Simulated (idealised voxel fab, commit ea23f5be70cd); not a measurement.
Process module in this document: voxel double patterning
cross-section cut | 235 nm wide | cells 5 nm
Each cross-section below is a grid of square cells, stated as bands in top-down order, with one or more rows of cells making up each band. Band: top and bottom heights (nm) first, top before bottom; then materials from left to right, widths in nm. "throughout" marks a sole material filling the band edge to edge. "blank" denotes empty space. Ref level 0: as-received wafer is one material below here. Bottom band extends down with no lower bound ("0 and below"). A width such as "30..40" changes by the same amount from each row of cells to the next, from the band's top row to its bottom row. Take "nothing altered" at face value: in the step it is given for, the cross-section changed in none of its cells. Closed empty spaces (no open way to the top) of 8 cells or more are what "Voids lacking openings" lists, each as width x height at distance from the left edge, nm for all three. Past the settings on a step's line: simulator remark, on that step. A step's line can hold "overlay nm"; with a mask on that step, the setting says how far right of the planned place the mask lay, while a negative setting says it lay to the left.
### This section lists the process steps that were planned
1 RECEIVE with material Si
2 CONFORMAL_DEP with material SiN, thk nm 10
3 DIRECTIONAL_DEP with material SiO2, thk nm 20
4 DIRECTIONAL_DEP with material SiCN, thk nm 5
5 MASKED_ETCH with tone open, mask id FIRST, width nm 15, pitch nm 50, etch materials SiCN, depth nm 5, overlay nm 0
6 DIRECTIONAL_DEP with material aC, thk nm 15
7 PATTERN with tone open, mask id SECOND, material resist, width nm 15, pitch nm 50, thk nm 35, overlay nm 0
8 DIRECTIONAL_ETCH with etch materials aC, depth nm 15
9 STRIP with etch materials resist
10 DIRECTIONAL_ETCH with etch materials SiCN, depth nm 5
11 STRIP with etch materials aC
12 DIRECTIONAL_ETCH with etch materials SiO2, depth nm 20
13 STRIP with etch materials SiCN
### The first of the two wafers, which ran as planned
### Cross-section: wafer on arrival = after step 1
- 0 and below: Si throughout
- Voids lacking openings: none
### Wafer after step 2 (cross-section)
- 10 down to 0: SiN throughout
- Whatever lies below 0 is exactly as it was before.
### Wafer after step 3 (cross-section)
- 30 down to 10: SiO2 throughout
- Whatever lies below 10 is exactly as it was before.
### Wafer after step 4 (cross-section)
- 35 down to 30: SiCN throughout
- Whatever lies below 30 is exactly as it was before.
### Wafer after step 5 (cross-section)
- 35 down to 30: SiCN 60  blank 15  SiCN 35  blank 15  SiCN 35  blank 15  SiCN 60
- Whatever lies below 30 is exactly as it was before.
### Wafer after step 6 (cross-section)
- 50 down to 45: aC 60  blank 15  aC 35  blank 15  aC 35  blank 15  aC 60
- 45 down to 35: aC throughout
- 35 down to 30: SiCN 60  aC 15  SiCN 35  aC 15  SiCN 35  aC 15  SiCN 60
- Whatever lies below 30 is exactly as it was before.
### Wafer after step 7 (cross-section)
- 85 down to 50: resist 85  blank 15  resist 35  blank 15  resist 85
- 50 down to 45: aC 60  resist 15  aC 35  resist 15  aC 35  resist 15  aC 60
- Whatever lies below 45 is exactly as it was before.
### Wafer after step 8 (cross-section)
- 70 down to 50: resist 85  blank 15  resist 35  blank 15  resist 85
- 50 down to 45: aC 60  resist 15  aC 10  blank 15  aC 10  resist 15  aC 10  blank 15  aC 10  resist 15  aC 60
- 45 down to 35: aC 85  blank 15  aC 35  blank 15  aC 85
- Whatever lies below 35 is exactly as it was before.
### Wafer after step 9 (cross-section)
- 50 down to 45: aC 60  blank 15  aC 10  blank 15  aC 10  blank 15  aC 10  blank 15  aC 10  blank 15  aC 60
- Whatever lies below 45 is exactly as it was before.
### Wafer after step 10 (cross-section)
- 50 down to 45: aC 60  blank 15  aC 10  blank 15  aC 10  blank 15  aC 10  blank 15  aC 10  blank 15  aC 60
- 45 down to 35: aC 85  blank 15  aC 35  blank 15  aC 85
- 35 down to 30: SiCN 60  aC 15  SiCN 10  blank 15  SiCN 10  aC 15  SiCN 10  blank 15  SiCN 10  aC 15  SiCN 60
- Whatever lies below 30 is exactly as it was before.
### Wafer after step 11 (cross-section)
- 35 down to 30: SiCN 60  blank 15  SiCN 10  blank 15  SiCN 10  blank 15  SiCN 10  blank 15  SiCN 10  blank 15  SiCN 60
- Whatever lies below 30 is exactly as it was before.
### Wafer after step 12 (cross-section)
- 35 down to 30: SiCN 60  blank 15  SiCN 10  blank 15  SiCN 10  blank 15  SiCN 10  blank 15  SiCN 10  blank 15  SiCN 60
- 30 down to 10: SiO2 60  blank 15  SiO2 10  blank 15  SiO2 10  blank 15  SiO2 10  blank 15  SiO2 10  blank 15  SiO2 60
- Whatever lies below 10 is exactly as it was before.
### Wafer after step 13 (cross-section)
- 30 down to 10: SiO2 60  blank 15  SiO2 10  blank 15  SiO2 10  blank 15  SiO2 10  blank 15  SiO2 10  blank 15  SiO2 60
- Whatever lies below 10 is exactly as it was before.
### Regarding the second of the two wafers: it shared the first wafer's starting condition and process plan, yet one error occurred during its execution. Its history coincides with that of the first wafer up to and including step 1
### Second wafer: cross-section at the scheduled end of step 2
- 20 down to 0: SiO2 throughout
- Whatever lies below 0 is exactly as it was before.
### Second wafer: cross-section at the scheduled end of step 3
- 30 down to 20: SiN throughout
- Whatever lies below 20 is exactly as it was before.
### Second wafer: cross-section at the scheduled end of step 4
- 35 down to 30: SiCN throughout
- Whatever lies below 30 is exactly as it was before.
### Second wafer: cross-section at the scheduled end of step 5
- 35 down to 30: SiCN 60  blank 15  SiCN 35  blank 15  SiCN 35  blank 15  SiCN 60
- Whatever lies below 30 is exactly as it was before.
### Second wafer: cross-section at the scheduled end of step 6
- 50 down to 45: aC 60  blank 15  aC 35  blank 15  aC 35  blank 15  aC 60
- 45 down to 35: aC throughout
- 35 down to 30: SiCN 60  aC 15  SiCN 35  aC 15  SiCN 35  aC 15  SiCN 60
- Whatever lies below 30 is exactly as it was before.
### Second wafer: cross-section at the scheduled end of step 7
- 85 down to 50: resist 85  blank 15  resist 35  blank 15  resist 85
- 50 down to 45: aC 60  resist 15  aC 35  resist 15  aC 35  resist 15  aC 60
- Whatever lies below 45 is exactly as it was before.
### Second wafer: cross-section at the scheduled end of step 8
- 70 down to 50: resist 85  blank 15  resist 35  blank 15  resist 85
- 50 down to 45: aC 60  resist 15  aC 10  blank 15  aC 10  resist 15  aC 10  blank 15  aC 10  resist 15  aC 60
- 45 down to 35: aC 85  blank 15  aC 35  blank 15  aC 85
- Whatever lies below 35 is exactly as it was before.
### Second wafer: cross-section at the scheduled end of step 9
- 50 down to 45: aC 60  blank 15  aC 10  blank 15  aC 10  blank 15  aC 10  blank 15  aC 10  blank 15  aC 60
- Whatever lies below 45 is exactly as it was before.
### Second wafer: cross-section at the scheduled end of step 10
- 50 down to 45: aC 60  blank 15  aC 10  blank 15  aC 10  blank 15  aC 10  blank 15  aC 10  blank 15  aC 60
- 45 down to 35: aC 85  blank 15  aC 35  blank 15  aC 85
- 35 down to 30: SiCN 60  aC 15  SiCN 10  blank 15  SiCN 10  aC 15  SiCN 10  blank 15  SiCN 10  aC 15  SiCN 60
- Whatever lies below 30 is exactly as it was before.
### Second wafer: cross-section at the scheduled end of step 11
- 35 down to 30: SiCN 60  blank 15  SiCN 10  blank 15  SiCN 10  blank 15  SiCN 10  blank 15  SiCN 10  blank 15  SiCN 60
- Whatever lies below 30 is exactly as it was before.
Second wafer: cross-section at the scheduled end of step 12: nothing altered
### Second wafer: cross-section at the scheduled end of step 13
- 30 down to 20: SiN throughout
- Whatever lies below 20 is exactly as it was before.
Deviation from plan: it was found that steps 2 and 3 of the process plan had been performed in exchanged positions
FYI, end of process, the second wafer has more or fewer cells of some materials than the first: 60 more of SiO2
